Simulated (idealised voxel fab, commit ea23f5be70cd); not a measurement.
The name of this process module is voxel quadruple lines.
Square cell edge 5 nm, section width 230 nm, ID cut.
A cross-section is written here as square cells arranged in a grid, and it is given in bands from the top down, each band taking up one or more rows of cells. It is stipulated that each band's entry specify, in nanometres, the height of the top of the band and then that of its bottom, followed by the materials of the band in left-to-right sequence, each together with its width in nanometres. A single material marked by the word "full width" is understood to fill the band from edge to edge; the word "blank" is understood to denote empty space. For the purposes of this specification, 0 denotes the height below which the wafer in its as-received condition is composed wholly of one material, and the lowermost band, lacking a lower limit, extends downward without end, as expressed in "0 -> down". With a width like "30..40", each row of cells in the band differs from the next by the same amount, the top row carrying the first number and the bottom row the second. A step reported as "remained unchanged" is a step in which no cell of the cross-section changed. The list in "Sealed-off cavities" covers empty spaces of 8 cells or more that cannot reach the top through any open way, and it gives each as width x height at distance; the distance is from the left edge, and width, height and distance are in nm. What comes after the settings on a step's line is commentary from the simulator itself on that step. "overlay nm" on a masked step: distance the mask lay right of its planned place, negative for left. From here on the document is pairs. In a pair, the cross-section before one process step comes with the cross-section after it, and the latter goes no deeper than the lowest band that changed. What lies in between, the step and its settings, is written under the pair. A pair may be from a different run of this module on the same starting wafer than the pair above it, so it continues from that pair only where its entry headed "Pre-process state" says so.
**Pre-process state**
> 0 -> down = Si full width
> Sealed-off cavities: none
**Step Result**
> 5 -> 0 = SiO2 full width
> Below a height of 0, the structure has not been altered.
> Sealed-off cavities: none
So what happened between those two cross-sections up there? op CONFORMAL_DEP | material SiO2 | thk nm 5
Pre-process state: this step begins from the cross-section that the pair just above shows after its step.
**Step Result**
> 15 -> 5 = TiN full width
> Below a height of 5, the structure has not been altered.
> Sealed-off cavities: none
So what happened between those two cross-sections up there? op DIRECTIONAL_DEP | material TiN | thk nm 10
Pre-process state: this step begins from the cross-section that the pair just above shows after its step.
**Step Result**
> 30 -> 15 = polySi full width
> Below a height of 15, the structure has not been altered.
> Sealed-off cavities: none
So what happened between those two cross-sections up there? op DIRECTIONAL_DEP | material polySi | thk nm 15
Pre-process state: this step begins from the cross-section that the pair just above shows after its step.
**Step Result**
> 50 -> 30 = aC full width
> Below a height of 30, the structure has not been altered.
> Sealed-off cavities: none
So what happened between those two cross-sections up there? op DIRECTIONAL_DEP | material aC | thk nm 20
Pre-process state: this step begins from the cross-section that the pair just above shows after its step.
**Step Result**
> 75 -> 50 = 100 of blank / 25 of resist / 105 of blank
> Below a height of 50, the structure has not been altered.
> Sealed-off cavities: none
So what happened between those two cross-sections up there? op PATTERN | tone cover | mask id MANDREL | material resist | width nm 25 | thk nm 25 | overlay nm 0
Pre-process state: this step begins from the cross-section that the pair just above shows after its step.
**Step Result**
> 55 -> 50 = 100 of blank / 25 of resist / 105 of blank
> 50 -> 30 = 100 of blank / 25 of aC / 105 of blank
> Below a height of 30, the structure has not been altered.
> Sealed-off cavities: none
So what happened between those two cross-sections up there? op DIRECTIONAL_ETCH | etch materials aC | depth nm 20
Pre-process state: this step begins from the cross-section that the pair just above shows after its step.
**Step Result**
> 50 -> 30 = 100 of blank / 25 of aC / 105 of blank
> Below a height of 30, the structure has not been altered.
> Sealed-off cavities: none
So what happened between those two cross-sections up there? op STRIP | etch materials resist
Pre-process state: this step begins from the cross-section that the pair just above shows after its step.
**Step Result**
> 65 -> 50 = 85 of blank / 55 of SiO2 / 90 of blank
> 50 -> 45 = 85 of blank / 15 of SiO2 / 25 of aC / 15 of SiO2 / 90 of blank
> 45 -> 30 = 100 of SiO2 / 25 of aC / 105 of SiO2
> Below a height of 30, the structure has not been altered.
> Sealed-off cavities: none
So what happened between those two cross-sections up there? op CONFORMAL_DEP | material SiO2 | thk nm 15
Pre-process state: this step begins from the cross-section that the pair just above shows after its step.
**Step Result**
> 50 -> 30 = 85 of blank / 15 of SiO2 / 25 of aC / 15 of SiO2 / 90 of blank
> Below a height of 30, the structure has not been altered.
> Sealed-off cavities: none
So what happened between those two cross-sections up there? op DIRECTIONAL_ETCH | etch materials SiO2 | depth nm 15
Pre-process state: this step begins from the cross-section that the pair just above shows after its step.
**Step Result**
> 50 -> 30 = 85 of blank / 15 of SiO2 / 25 of blank / 15 of SiO2 / 90 of blank
> Below a height of 30, the structure has not been altered.
> Sealed-off cavities: none
So what happened between those two cross-sections up there? op STRIP | etch materials aC
Pre-process state: this step begins from the cross-section that the pair just above shows after its step.
**Step Result**
> 50 -> 30 = 85 of blank / 15 of SiO2 / 25 of blank / 15 of SiO2 / 90 of blank
> 30 -> 15 = 85 of blank / 15 of polySi / 25 of blank / 15 of polySi / 90 of blank
> Below a height of 15, the structure has not been altered.
> Sealed-off cavities: none
So what happened between those two cross-sections up there? op DIRECTIONAL_ETCH | etch materials polySi | depth nm 15
Pre-process state: this step begins from the cross-section that the pair just above shows after its step.
**Step Result**
> 30 -> 15 = 85 of blank / 15 of polySi / 25 of blank / 15 of polySi / 90 of blank
> Below a height of 15, the structure has not been altered.
> Sealed-off cavities: none
So what happened between those two cross-sections up there? op STRIP | etch materials SiO2
Pre-process state: this step begins from the cross-section that the pair just above shows after its step.
**Step Result**
> 35 -> 30 = 80 of blank / 25 of SiCN / 15 of blank / 25 of SiCN / 85 of blank
> 30 -> 20 = 80 of blank / 5 of SiCN / 15 of polySi / 5 of SiCN / 15 of blank / 5 of SiCN / 15 of polySi / 5 of SiCN / 85 of blank
> 20 -> 15 = 85 of SiCN / 15 of polySi / 25 of SiCN / 15 of polySi / 90 of SiCN
> Below a height of 15, the structure has not been altered.
> Sealed-off cavities: none
So what happened between those two cross-sections up there? op CONFORMAL_DEP | material SiCN | thk nm 5
Pre-process state: this step begins from the cross-section that the pair just above shows after its step.
**Step Result**
> 30 -> 15 = 80 of blank / 5 of SiCN / 15 of polySi / 5 of SiCN / 15 of blank / 5 of SiCN / 15 of polySi / 5 of SiCN / 85 of blank
> Below a height of 15, the structure has not been altered.
> Sealed-off cavities: none
So what happened between those two cross-sections up there? op DIRECTIONAL_ETCH | etch materials SiCN | depth nm 5
Pre-process state: this step begins from the cross-section that the pair just above shows after its step.
**Step Result**
> 30 -> 15 = 80 of blank / 5 of SiCN / 15 of blank / 5 of SiCN / 15 of blank / 5 of SiCN / 15 of blank / 5 of SiCN / 85 of blank
> Below a height of 15, the structure has not been altered.
> Sealed-off cavities: none
So what happened between those two cross-sections up there? op STRIP | etch materials polySi
Pre-process state: this step begins from the cross-section that the pair just above shows after its step.
**Step Result**
> 30 -> 15 = 80 of blank / 5 of SiCN / 15 of blank / 5 of SiCN / 15 of blank / 5 of SiCN / 15 of blank / 5 of SiCN / 85 of blank
> 15 -> 5 = 80 of blank / 5 of TiN / 15 of blank / 5 of TiN / 15 of blank / 5 of TiN / 15 of blank / 5 of TiN / 85 of blank
> Below a height of 5, the structure has not been altered.
> Sealed-off cavities: none
So what happened between those two cross-sections up there? op DIRECTIONAL_ETCH | etch materials TiN | depth nm 10
Pre-process state: this step begins from the cross-section that the pair just above shows after its step.
**Step Result**
> 15 -> 5 = 80 of blank / 5 of TiN / 15 of blank / 5 of TiN / 15 of blank / 5 of TiN / 15 of blank / 5 of TiN / 85 of blank
> Below a height of 5, the structure has not been altered.
> Sealed-off cavities: none
So what happened between those two cross-sections up there? op STRIP | etch materials SiCN
Pre-process state: this step begins from the cross-section that the pair just above shows after its step.
**Step Result**
> 20 -> 15 = SiO2 full width
> 15 -> 5 = 80 of SiO2 / 5 of TiN / 15 of SiO2 / 5 of TiN / 15 of SiO2 / 5 of TiN / 15 of SiO2 / 5 of TiN / 85 of SiO2
> Below a height of 5, the structure has not been altered.
> Sealed-off cavities: none
So what happened between those two cross-sections up there? op FILL_DEP | material SiO2 | thk nm 5
Pre-process state: this step begins from the cross-section that the pair just above shows after its step.
**Step Result**
> 15 -> 5 = 80 of SiO2 / 5 of TiN / 15 of SiO2 / 5 of TiN / 15 of SiO2 / 5 of TiN / 15 of SiO2 / 5 of TiN / 85 of SiO2
> Below a height of 5, the structure has not been altered.
> Sealed-off cavities: none
So what happened between those two cross-sections up there? op CMP | height nm 15
**Pre-process state**
> 0 -> down = Si full width
> Sealed-off cavities: none
**Step Result**
> 10 -> 0 = TiN full width
> Below a height of 0, the structure has not been altered.
> Sealed-off cavities: none
So what happened between those two cross-sections up there? op DIRECTIONAL_DEP | material TiN | thk nm 10
Pre-process state: this step begins from the cross-section that the pair just above shows after its step.
**Step Result**
> 25 -> 10 = polySi full width
> Below a height of 10, the structure has not been altered.
> Sealed-off cavities: none
So what happened between those two cross-sections up there? op DIRECTIONAL_DEP | material polySi | thk nm 15
Pre-process state: this step begins from the cross-section that the pair just above shows after its step.
**Step Result**
> 45 -> 25 = aC full width
> Below a height of 25, the structure has not been altered.
> Sealed-off cavities: none
So what happened between those two cross-sections up there? op DIRECTIONAL_DEP | material aC | thk nm 20
Pre-process state: this step begins from the cross-section that the pair just above shows after its step.
**Step Result**
> 70 -> 45 = 100 of blank / 25 of resist / 105 of blank
> Below a height of 45, the structure has not been altered.
> Sealed-off cavities: none
So what happened between those two cross-sections up there? op PATTERN | tone cover | mask id MANDREL | material resist | width nm 25 | thk nm 25 | overlay nm 0
Pre-process state: this step begins from the cross-section that the pair just above shows after its step.
**Step Result**
> 50 -> 45 = 100 of blank / 25 of resist / 105 of blank
> 45 -> 25 = 100 of blank / 25 of aC / 105 of blank
> Below a height of 25, the structure has not been altered.
> Sealed-off cavities: none
So what happened between those two cross-sections up there? op DIRECTIONAL_ETCH | etch materials aC | depth nm 20
Pre-process state: this step begins from the cross-section that the pair just above shows after its step.
**Step Result**
> 45 -> 25 = 100 of blank / 25 of aC / 105 of blank
> Below a height of 25, the structure has not been altered.
> Sealed-off cavities: none
So what happened between those two cross-sections up there? op STRIP | etch materials resist
Pre-process state: this step begins from the cross-section that the pair just above shows after its step.
**Step Result**
> 60 -> 45 = 85 of blank / 55 of SiO2 / 90 of blank
> 45 -> 40 = 85 of blank / 15 of SiO2 / 25 of aC / 15 of SiO2 / 90 of blank
> 40 -> 25 = 100 of SiO2 / 25 of aC / 105 of SiO2
> Below a height of 25, the structure has not been altered.
> Sealed-off cavities: none
So what happened between those two cross-sections up there? op CONFORMAL_DEP | material SiO2 | thk nm 15
Pre-process state: this step begins from the cross-section that the pair just above shows after its step.
**Step Result**
> 45 -> 25 = 85 of blank / 15 of SiO2 / 25 of aC / 15 of SiO2 / 90 of blank
> Below a height of 25, the structure has not been altered.
> Sealed-off cavities: none
So what happened between those two cross-sections up there? op DIRECTIONAL_ETCH | etch materials SiO2 | depth nm 15
Pre-process state: this step begins from the cross-section that the pair just above shows after its step.
**Step Result**
> 45 -> 25 = 85 of blank / 15 of SiO2 / 25 of blank / 15 of SiO2 / 90 of blank
> Below a height of 25, the structure has not been altered.
> Sealed-off cavities: none
So what happened between those two cross-sections up there? op STRIP | etch materials aC
Pre-process state: this step begins from the cross-section that the pair just above shows after its step.
**Step Result**
> 45 -> 25 = 85 of blank / 15 of SiO2 / 25 of blank / 15 of SiO2 / 90 of blank
> 25 -> 10 = 85 of blank / 15 of polySi / 25 of blank / 15 of polySi / 90 of blank
> Below a height of 10, the structure has not been altered.
> Sealed-off cavities: none
So what happened between those two cross-sections up there? op DIRECTIONAL_ETCH | etch materials polySi | depth nm 15
Pre-process state: this step begins from the cross-section that the pair just above shows after its step.
**Step Result**
> 25 -> 10 = 85 of blank / 15 of polySi / 25 of blank / 15 of polySi / 90 of blank
> Below a height of 10, the structure has not been altered.
> Sealed-off cavities: none
So what happened between those two cross-sections up there? op STRIP | etch materials SiO2
Pre-process state: this step begins from the cross-section that the pair just above shows after its step.
**Step Result**
> 30 -> 25 = 80 of blank / 25 of SiCN / 15 of blank / 25 of SiCN / 85 of blank
> 25 -> 15 = 80 of blank / 5 of SiCN / 15 of polySi / 5 of SiCN / 15 of blank / 5 of SiCN / 15 of polySi / 5 of SiCN / 85 of blank
> 15 -> 10 = 85 of SiCN / 15 of polySi / 25 of SiCN / 15 of polySi / 90 of SiCN
> Below a height of 10, the structure has not been altered.
> Sealed-off cavities: none
So what happened between those two cross-sections up there? op CONFORMAL_DEP | material SiCN | thk nm 5
Pre-process state: this step begins from the cross-section that the pair just above shows after its step.
**Step Result**
> 25 -> 10 = 80 of blank / 5 of SiCN / 15 of polySi / 5 of SiCN / 15 of blank / 5 of SiCN / 15 of polySi / 5 of SiCN / 85 of blank
> Below a height of 10, the structure has not been altered.
> Sealed-off cavities: none
So what happened between those two cross-sections up there? op DIRECTIONAL_ETCH | etch materials SiCN | depth nm 5
Pre-process state: this step begins from the cross-section that the pair just above shows after its step.
**Step Result**
> 25 -> 10 = 80 of blank / 5 of SiCN / 15 of blank / 5 of SiCN / 15 of blank / 5 of SiCN / 15 of blank / 5 of SiCN / 85 of blank
> Below a height of 10, the structure has not been altered.
> Sealed-off cavities: none
So what happened between those two cross-sections up there? op STRIP | etch materials polySi
Pre-process state: this step begins from the cross-section that the pair just above shows after its step.
**Step Result**
> 25 -> 10 = 80 of blank / 5 of SiCN / 15 of blank / 5 of SiCN / 15 of blank / 5 of SiCN / 15 of blank / 5 of SiCN / 85 of blank
> 10 -> 0 = 80 of blank / 5 of TiN / 15 of blank / 5 of TiN / 15 of blank / 5 of TiN / 15 of blank / 5 of TiN / 85 of blank
> Below a height of 0, the structure has not been altered.
> Sealed-off cavities: none
So what happened between those two cross-sections up there? op DIRECTIONAL_ETCH | etch materials TiN | depth nm 10
Pre-process state: this step begins from the cross-section that the pair just above shows after its step.
**Step Result**
> 10 -> 0 = 80 of blank / 5 of TiN / 15 of blank / 5 of TiN / 15 of blank / 5 of TiN / 15 of blank / 5 of TiN / 85 of blank
> Below a height of 0, the structure has not been altered.
> Sealed-off cavities: none
So what happened between those two cross-sections up there? op STRIP | etch materials SiCN
Pre-process state: this step begins from the cross-section that the pair just above shows after its step.
**Step Result**
> 15 -> 10 = SiO2 full width
> 10 -> 0 = 80 of SiO2 / 5 of TiN / 15 of SiO2 / 5 of TiN / 15 of SiO2 / 5 of TiN / 15 of SiO2 / 5 of TiN / 85 of SiO2
> Below a height of 0, the structure has not been altered.
> Sealed-off cavities: none
So what happened between those two cross-sections up there? op FILL_DEP | material SiO2 | thk nm 5
**Pre-process state**
> 30 -> 15 = 80 of blank / 5 of SiCN / 15 of polySi / 5 of SiCN / 15 of blank / 5 of SiCN / 15 of polySi / 5 of SiCN / 85 of blank
> 15 -> 5 = TiN full width
> 5 -> 0 = SiO2 full width
> 0 -> down = Si full width
> Sealed-off cavities: none
**Step Result**
> 30 -> 25 = 85 of blank / 15 of polySi / 25 of blank / 15 of polySi / 90 of blank
> Below a height of 25, the structure has not been altered.
> Sealed-off cavities: none
So what happened between those two cross-sections up there? op DIRECTIONAL_ETCH | etch materials SiCN | depth nm 5
Pre-process state: this step begins from the cross-section that the pair just above shows after its step.
**Step Result**
> 25 -> 15 = 80 of blank / 5 of SiCN / 15 of blank / 5 of SiCN / 15 of blank / 5 of SiCN / 15 of blank / 5 of SiCN / 85 of blank
> Below a height of 15, the structure has not been altered.
> Sealed-off cavities: none
So what happened between those two cross-sections up there? op STRIP | etch materials polySi
Pre-process state: this step begins from the cross-section that the pair just above shows after its step.
**Step Result**
> 25 -> 15 = 80 of blank / 5 of SiCN / 15 of blank / 5 of SiCN / 15 of blank / 5 of SiCN / 15 of blank / 5 of SiCN / 85 of blank
> 15 -> 5 = 80 of blank / 5 of TiN / 15 of blank / 5 of TiN / 15 of blank / 5 of TiN / 15 of blank / 5 of TiN / 85 of blank
> Below a height of 5, the structure has not been altered.
> Sealed-off cavities: none
So what happened between those two cross-sections up there? op DIRECTIONAL_ETCH | etch materials TiN | depth nm 10
Pre-process state: this step begins from the cross-section that the pair just above shows after its step.
**Step Result**
> 15 -> 5 = 80 of blank / 5 of TiN / 15 of blank / 5 of TiN / 15 of blank / 5 of TiN / 15 of blank / 5 of TiN / 85 of blank
> Below a height of 5, the structure has not been altered.
> Sealed-off cavities: none
So what happened between those two cross-sections up there? op STRIP | etch materials SiCN
**Pre-process state**
> 5 -> 0 = SiO2 full width
> 0 -> down = Si full width
> Sealed-off cavities: none
**Step Result**
> 20 -> 5 = polySi full width
> Below a height of 5, the structure has not been altered.
> Sealed-off cavities: none
So what happened between those two cross-sections up there? op DIRECTIONAL_DEP | material polySi | thk nm 15
Pre-process state: this step begins from the cross-section that the pair just above shows after its step.
**Step Result**
> 30 -> 20 = TiN full width
> Below a height of 20, the structure has not been altered.
> Sealed-off cavities: none
So what happened between those two cross-sections up there? op DIRECTIONAL_DEP | material TiN | thk nm 10
Pre-process state: this step begins from the cross-section that the pair just above shows after its step.
**Step Result**
> 50 -> 30 = aC full width
> Below a height of 30, the structure has not been altered.
> Sealed-off cavities: none
So what happened between those two cross-sections up there? op DIRECTIONAL_DEP | material aC | thk nm 20
Pre-process state: this step begins from the cross-section that the pair just above shows after its step.
**Step Result**
> 75 -> 50 = 100 of blank / 25 of resist / 105 of blank
> Below a height of 50, the structure has not been altered.
> Sealed-off cavities: none
So what happened between those two cross-sections up there? op PATTERN | tone cover | mask id MANDREL | material resist | width nm 25 | thk nm 25 | overlay nm 0
Pre-process state: this step begins from the cross-section that the pair just above shows after its step.
**Step Result**
> 55 -> 50 = 100 of blank / 25 of resist / 105 of blank
> 50 -> 30 = 100 of blank / 25 of aC / 105 of blank
> Below a height of 30, the structure has not been altered.
> Sealed-off cavities: none
So what happened between those two cross-sections up there? op DIRECTIONAL_ETCH | etch materials aC | depth nm 20
Pre-process state: this step begins from the cross-section that the pair just above shows after its step.
**Step Result**
> 50 -> 30 = 100 of blank / 25 of aC / 105 of blank
> Below a height of 30, the structure has not been altered.
> Sealed-off cavities: none
So what happened between those two cross-sections up there? op STRIP | etch materials resist
Pre-process state: this step begins from the cross-section that the pair just above shows after its step.
**Step Result**
> 65 -> 50 = 85 of blank / 55 of SiO2 / 90 of blank
> 50 -> 45 = 85 of blank / 15 of SiO2 / 25 of aC / 15 of SiO2 / 90 of blank
> 45 -> 30 = 100 of SiO2 / 25 of aC / 105 of SiO2
> Below a height of 30, the structure has not been altered.
> Sealed-off cavities: none
So what happened between those two cross-sections up there? op CONFORMAL_DEP | material SiO2 | thk nm 15
Pre-process state: this step begins from the cross-section that the pair just above shows after its step.
**Step Result**
> 50 -> 30 = 85 of blank / 15 of SiO2 / 25 of aC / 15 of SiO2 / 90 of blank
> Below a height of 30, the structure has not been altered.
> Sealed-off cavities: none
So what happened between those two cross-sections up there? op DIRECTIONAL_ETCH | etch materials SiO2 | depth nm 15
Pre-process state: this step begins from the cross-section that the pair just above shows after its step.
**Step Result**
> 50 -> 30 = 85 of blank / 15 of SiO2 / 25 of blank / 15 of SiO2 / 90 of blank
> Below a height of 30, the structure has not been altered.
> Sealed-off cavities: none
So what happened between those two cross-sections up there? op STRIP | etch materials aC
Pre-process state: this step begins from the cross-section that the pair just above shows after its step.
**Step Result**
> 30 -> 20 = TiN full width
> Below a height of 20, the structure has not been altered.
> Sealed-off cavities: none
So what happened between those two cross-sections up there? op STRIP | etch materials SiO2
Pre-process state: this step begins from the cross-section that the pair just above shows after its step.
**Step Result**
> 35 -> 30 = SiCN full width
> Below a height of 30, the structure has not been altered.
> Sealed-off cavities: none
So what happened between those two cross-sections up there? op CONFORMAL_DEP | material SiCN | thk nm 5
Pre-process state: this step begins from the cross-section that the pair just above shows after its step.
**Step Result**
> 30 -> 20 = TiN full width
> Below a height of 20, the structure has not been altered.
> Sealed-off cavities: none
So what happened between those two cross-sections up there? op DIRECTIONAL_ETCH | etch materials SiCN | depth nm 5
Pre-process state: this step begins from the cross-section that the pair just above shows after its step.
**Step Result**
> 20 -> 5 = polySi full width
> Below a height of 5, the structure has not been altered.
> Sealed-off cavities: none
So what happened between those two cross-sections up there? op DIRECTIONAL_ETCH | etch materials TiN | depth nm 10
Pre-process state: this step begins from the cross-section that the pair just above shows after its step.
**Step Result**
> 25 -> 20 = SiO2 full width
> Below a height of 20, the structure has not been altered.
> Sealed-off cavities: none
So what happened between those two cross-sections up there? op FILL_DEP | material SiO2 | thk nm 5
Pre-process state: this step begins from the cross-section that the pair just above shows after its step.
**Step Result**
> 15 -> 5 = polySi full width
> Below a height of 5, the structure has not been altered.
> Sealed-off cavities: none
So what happened between those two cross-sections up there? op CMP | height nm 15
**Pre-process state**
> 20 -> 15 = SiO2 full width
> 15 -> 5 = 80 of SiO2 / 5 of TiN / 15 of SiO2 / 5 of TiN / 15 of SiO2 / 5 of TiN / 15 of SiO2 / 5 of TiN / 85 of SiO2
> 5 -> 0 = SiO2 full width
> 0 -> down = Si full width
> Sealed-off cavities: none
**Step Result**
> 5 -> 0 = SiO2 full width
> Below a height of 0, the structure has not been altered.
> Sealed-off cavities: none
So what happened between those two cross-sections up there? op CMP | height nm 5
**Pre-process state**
> 50 -> 30 = aC full width
> 30 -> 15 = polySi full width
> 15 -> 5 = TiN full width
> 5 -> 0 = SiO2 full width
> 0 -> down = Si full width
> Sealed-off cavities: none
**Step Result**
> 75 -> 50 = 105 of blank / 20 of resist / 105 of blank
> Below a height of 50, the structure has not been altered.
> Sealed-off cavities: none
So what happened between those two cross-sections up there? op PATTERN | tone cover | mask id MANDREL | material resist | width nm 20 | thk nm 25 | overlay nm 0
Pre-process state: this step begins from the cross-section that the pair just above shows after its step.
**Step Result**
> 55 -> 50 = 105 of blank / 20 of resist / 105 of blank
> 50 -> 30 = 105 of blank / 20 of aC / 105 of blank
> Below a height of 30, the structure has not been altered.
> Sealed-off cavities: none
So what happened between those two cross-sections up there? op DIRECTIONAL_ETCH | etch materials aC | depth nm 20
Pre-process state: this step begins from the cross-section that the pair just above shows after its step.
**Step Result**
> 50 -> 30 = 105 of blank / 20 of aC / 105 of blank
> Below a height of 30, the structure has not been altered.
> Sealed-off cavities: none
So what happened between those two cross-sections up there? op STRIP | etch materials resist
Pre-process state: this step begins from the cross-section that the pair just above shows after its step.
**Step Result**
> 65 -> 50 = 90 of blank / 50 of SiO2 / 90 of blank
> 50 -> 45 = 90 of blank / 15 of SiO2 / 20 of aC / 15 of SiO2 / 90 of blank
> 45 -> 30 = 105 of SiO2 / 20 of aC / 105 of SiO2
> Below a height of 30, the structure has not been altered.
> Sealed-off cavities: none
So what happened between those two cross-sections up there? op CONFORMAL_DEP | material SiO2 | thk nm 15
Pre-process state: this step begins from the cross-section that the pair just above shows after its step.
**Step Result**
> 50 -> 30 = 90 of blank / 15 of SiO2 / 20 of aC / 15 of SiO2 / 90 of blank
> Below a height of 30, the structure has not been altered.
> Sealed-off cavities: none
So what happened between those two cross-sections up there? op DIRECTIONAL_ETCH | etch materials SiO2 | depth nm 15
Pre-process state: this step begins from the cross-section that the pair just above shows after its step.
**Step Result**
> 50 -> 30 = 90 of blank / 15 of SiO2 / 20 of blank / 15 of SiO2 / 90 of blank
> Below a height of 30, the structure has not been altered.
> Sealed-off cavities: none
So what happened between those two cross-sections up there? op STRIP | etch materials aC
Pre-process state: this step begins from the cross-section that the pair just above shows after its step.
**Step Result**
> 50 -> 30 = 90 of blank / 15 of SiO2 / 20 of blank / 15 of SiO2 / 90 of blank
> 30 -> 15 = 90 of blank / 15 of polySi / 20 of blank / 15 of polySi / 90 of blank
> Below a height of 15, the structure has not been altered.
> Sealed-off cavities: none
So what happened between those two cross-sections up there? op DIRECTIONAL_ETCH | etch materials polySi | depth nm 15
Pre-process state: this step begins from the cross-section that the pair just above shows after its step.
**Step Result**
> 30 -> 15 = 90 of blank / 15 of polySi / 20 of blank / 15 of polySi / 90 of blank
> Below a height of 15, the structure has not been altered.
> Sealed-off cavities: none
So what happened between those two cross-sections up there? op STRIP | etch materials SiO2
Pre-process state: this step begins from the cross-section that the pair just above shows after its step.
**Step Result**
> 35 -> 30 = 85 of blank / 25 of SiCN / 10 of blank / 25 of SiCN / 85 of blank
> 30 -> 20 = 85 of blank / 5 of SiCN / 15 of polySi / 5 of SiCN / 10 of blank / 5 of SiCN / 15 of polySi / 5 of SiCN / 85 of blank
> 20 -> 15 = 90 of SiCN / 15 of polySi / 20 of SiCN / 15 of polySi / 90 of SiCN
> Below a height of 15, the structure has not been altered.
> Sealed-off cavities: none
So what happened between those two cross-sections up there? op CONFORMAL_DEP | material SiCN | thk nm 5
Pre-process state: this step begins from the cross-section that the pair just above shows after its step.
**Step Result**
> 30 -> 15 = 85 of blank / 5 of SiCN / 15 of polySi / 5 of SiCN / 10 of blank / 5 of SiCN / 15 of polySi / 5 of SiCN / 85 of blank
> Below a height of 15, the structure has not been altered.
> Sealed-off cavities: none
So what happened between those two cross-sections up there? op DIRECTIONAL_ETCH | etch materials SiCN | depth nm 5
Pre-process state: this step begins from the cross-section that the pair just above shows after its step.
**Step Result**
> 30 -> 15 = 85 of blank / 5 of SiCN / 15 of blank / 5 of SiCN / 10 of blank / 5 of SiCN / 15 of blank / 5 of SiCN / 85 of blank
> Below a height of 15, the structure has not been altered.
> Sealed-off cavities: none
So what happened between those two cross-sections up there? op STRIP | etch materials polySi
Pre-process state: this step begins from the cross-section that the pair just above shows after its step.
**Step Result**
> 30 -> 15 = 85 of blank / 5 of SiCN / 15 of blank / 5 of SiCN / 10 of blank / 5 of SiCN / 15 of blank / 5 of SiCN / 85 of blank
> 15 -> 5 = 85 of blank / 5 of TiN / 15 of blank / 5 of TiN / 10 of blank / 5 of TiN / 15 of blank / 5 of TiN / 85 of blank
> Below a height of 5, the structure has not been altered.
> Sealed-off cavities: none
So what happened between those two cross-sections up there? op DIRECTIONAL_ETCH | etch materials TiN | depth nm 10
Pre-process state: this step begins from the cross-section that the pair just above shows after its step.
**Step Result**
> 15 -> 5 = 85 of blank / 5 of TiN / 15 of blank / 5 of TiN / 10 of blank / 5 of TiN / 15 of blank / 5 of TiN / 85 of blank
> Below a height of 5, the structure has not been altered.
> Sealed-off cavities: none
So what happened between those two cross-sections up there? op STRIP | etch materials SiCN
Pre-process state: this step begins from the cross-section that the pair just above shows after its step.
**Step Result**
> 20 -> 15 = SiO2 full width
> 15 -> 5 = 85 of SiO2 / 5 of TiN / 15 of SiO2 / 5 of TiN / 10 of SiO2 / 5 of TiN / 15 of SiO2 / 5 of TiN / 85 of SiO2
> Below a height of 5, the structure has not been altered.
> Sealed-off cavities: none
So what happened between those two cross-sections up there? op FILL_DEP | material SiO2 | thk nm 5
Pre-process state: this step begins from the cross-section that the pair just above shows after its step.
**Step Result**
> 15 -> 5 = 85 of SiO2 / 5 of TiN / 15 of SiO2 / 5 of TiN / 10 of SiO2 / 5 of TiN / 15 of SiO2 / 5 of TiN / 85 of SiO2
> Below a height of 5, the structure has not been altered.
> Sealed-off cavities: none
So what happened between those two cross-sections up there? op CMP | height nm 15
**Pre-process state**
> 50 -> 30 = aC full width
> 30 -> 15 = polySi full width
> 15 -> 5 = TiN full width
> 5 -> 0 = SiO2 full width
> 0 -> down = Si full width
> Sealed-off cavities: none
**Step Result**
> 75 -> 50 = 95 of blank / 25 of resist / 110 of blank
> Below a height of 50, the structure has not been altered.
> Sealed-off cavities: none
So what happened between those two cross-sections up there? op PATTERN | tone cover | mask id MANDREL | material resist | width nm 25 | thk nm 25 | overlay nm -5
Pre-process state: this step begins from the cross-section that the pair just above shows after its step.
**Step Result**
> 55 -> 50 = 95 of blank / 25 of resist / 110 of blank
> 50 -> 30 = 95 of blank / 25 of aC / 110 of blank
> Below a height of 30, the structure has not been altered.
> Sealed-off cavities: none
So what happened between those two cross-sections up there? op DIRECTIONAL_ETCH | etch materials aC | depth nm 20
Pre-process state: this step begins from the cross-section that the pair just above shows after its step.
**Step Result**
> 50 -> 30 = 95 of blank / 25 of aC / 110 of blank
> Below a height of 30, the structure has not been altered.
> Sealed-off cavities: none
So what happened between those two cross-sections up there? op STRIP | etch materials resist
Pre-process state: this step begins from the cross-section that the pair just above shows after its step.
**Step Result**
> 65 -> 50 = 80 of blank / 55 of SiO2 / 95 of blank
> 50 -> 45 = 80 of blank / 15 of SiO2 / 25 of aC / 15 of SiO2 / 95 of blank
> 45 -> 30 = 95 of SiO2 / 25 of aC / 110 of SiO2
> Below a height of 30, the structure has not been altered.
> Sealed-off cavities: none
So what happened between those two cross-sections up there? op CONFORMAL_DEP | material SiO2 | thk nm 15
Pre-process state: this step begins from the cross-section that the pair just above shows after its step.
**Step Result**
> 50 -> 30 = 80 of blank / 15 of SiO2 / 25 of aC / 15 of SiO2 / 95 of blank
> Below a height of 30, the structure has not been altered.
> Sealed-off cavities: none
So what happened between those two cross-sections up there? op DIRECTIONAL_ETCH | etch materials SiO2 | depth nm 15
Pre-process state: this step begins from the cross-section that the pair just above shows after its step.
**Step Result**
> 50 -> 30 = 80 of blank / 15 of SiO2 / 25 of blank / 15 of SiO2 / 95 of blank
> Below a height of 30, the structure has not been altered.
> Sealed-off cavities: none
So what happened between those two cross-sections up there? op STRIP | etch materials aC
Pre-process state: this step begins from the cross-section that the pair just above shows after its step.
**Step Result**
> 50 -> 30 = 80 of blank / 15 of SiO2 / 25 of blank / 15 of SiO2 / 95 of blank
> 30 -> 15 = 80 of blank / 15 of polySi / 25 of blank / 15 of polySi / 95 of blank
> Below a height of 15, the structure has not been altered.
> Sealed-off cavities: none
So what happened between those two cross-sections up there? op DIRECTIONAL_ETCH | etch materials polySi | depth nm 15
Pre-process state: this step begins from the cross-section that the pair just above shows after its step.
**Step Result**
> 30 -> 15 = 80 of blank / 15 of polySi / 25 of blank / 15 of polySi / 95 of blank
> Below a height of 15, the structure has not been altered.
> Sealed-off cavities: none
So what happened between those two cross-sections up there? op STRIP | etch materials SiO2
Pre-process state: this step begins from the cross-section that the pair just above shows after its step.
**Step Result**
> 35 -> 30 = 75 of blank / 25 of SiCN / 15 of blank / 25 of SiCN / 90 of blank
> 30 -> 20 = 75 of blank / 5 of SiCN / 15 of polySi / 5 of SiCN / 15 of blank / 5 of SiCN / 15 of polySi / 5 of SiCN / 90 of blank
> 20 -> 15 = 80 of SiCN / 15 of polySi / 25 of SiCN / 15 of polySi / 95 of SiCN
> Below a height of 15, the structure has not been altered.
> Sealed-off cavities: none
So what happened between those two cross-sections up there? op CONFORMAL_DEP | material SiCN | thk nm 5
